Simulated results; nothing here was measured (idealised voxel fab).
Process module under the name voxel trench capacitor
Shown is cross-section cut, with a width of 230 nm and square cells of size 5 nm.
This document writes a cross-section as a grid whose cells are square, and gives it as bands, listed from the top down; one or more rows of cells form a band. This entry defines a band. It first specifies the height of the band's top and the height of its bottom in nm, and then specifies the band's materials from left to right, stating each material with its width in nm. The word "full width" identifies a single material that fills the band from edge to edge, while the word "air" identifies empty space. Heights are expressed relative to 0, this being the level below which the as-received wafer comprises one material exclusively. The lowest band is unbounded in the downward direction and is denoted as in "0 -> down". A two-number width, for instance "30->40", indicates that the width is equal to the first number in the top row of the band and to the second number in the bottom row, and that it changes by a constant amount per row of cells. "nothing altered" for a step: no cell of the cross-section changed in that step. The entry "Closed cavities" lists the empty spaces that cover at least 8 cells and have no open path to the top. Each is written as width x height at distance, where the distance is measured from the left edge and all three values are in nm. Whatever follows a step's settings on its line is a remark the simulator itself makes about that step. overlay nm: where the mask lay relative to plan, measured to the right, on steps with a mask; negatives go left.

### The steps planned for the process are as follows
1 op RECEIVE | material Si
2 op CONFORMAL_DEP | material SiN | thk nm 5
3 op DIRECTIONAL_DEP | material aC | thk nm 15
4 op PATTERN | tone open | mask id TRENCH | material resist | width nm 20 | pitch nm 40 | thk nm 30 | overlay nm 0
5 op DIRECTIONAL_ETCH | etch materials aC | depth nm 15
6 op STRIP | etch materials resist
7 op DIRECTIONAL_ETCH | etch materials SiN | depth nm 5
8 op DIRECTIONAL_ETCH | etch materials Si | depth nm 25
9 op STRIP | etch materials aC
10 op CONFORMAL_DEP | material SiO2 | thk nm 5
11 op FILL_DEP | material polySi | thk nm 10
12 op CMP | height nm 5

### Cross-sectional view of the wafer in its as-received condition, corresponding to the state after step 1
	0 -> down | Si full width
	Closed cavities: none

### The following cross-section depicts the wafer upon conclusion of the module. Processing commenced from the starting condition illustrated above and adhered to the plan illustrated above, save for one mistake in execution
	20 -> 10 | polySi full width
	10 -> 5 | SiO2=90, then polySi=10, then SiO2=30, then polySi=10, then SiO2=90
	5 -> 0 | SiN=85, then SiO2=5, then polySi=10, then SiO2=5, then SiN=20, then SiO2=5, then polySi=10, then SiO2=5, then SiN=85
	0 -> -20 | Si=85, then SiO2=5, then polySi=10, then SiO2=5, then Si=20, then SiO2=5, then polySi=10, then SiO2=5, then Si=85
	-20 -> -25 | Si=85, then SiO2=20, then Si=20, then SiO2=20, then Si=85
	-25 -> down | Si full width
	Closed cavities: none
It is concluded that the wafer was processed incorrectly with respect to the plan, in that step 12 of the plan was jumped over and never run
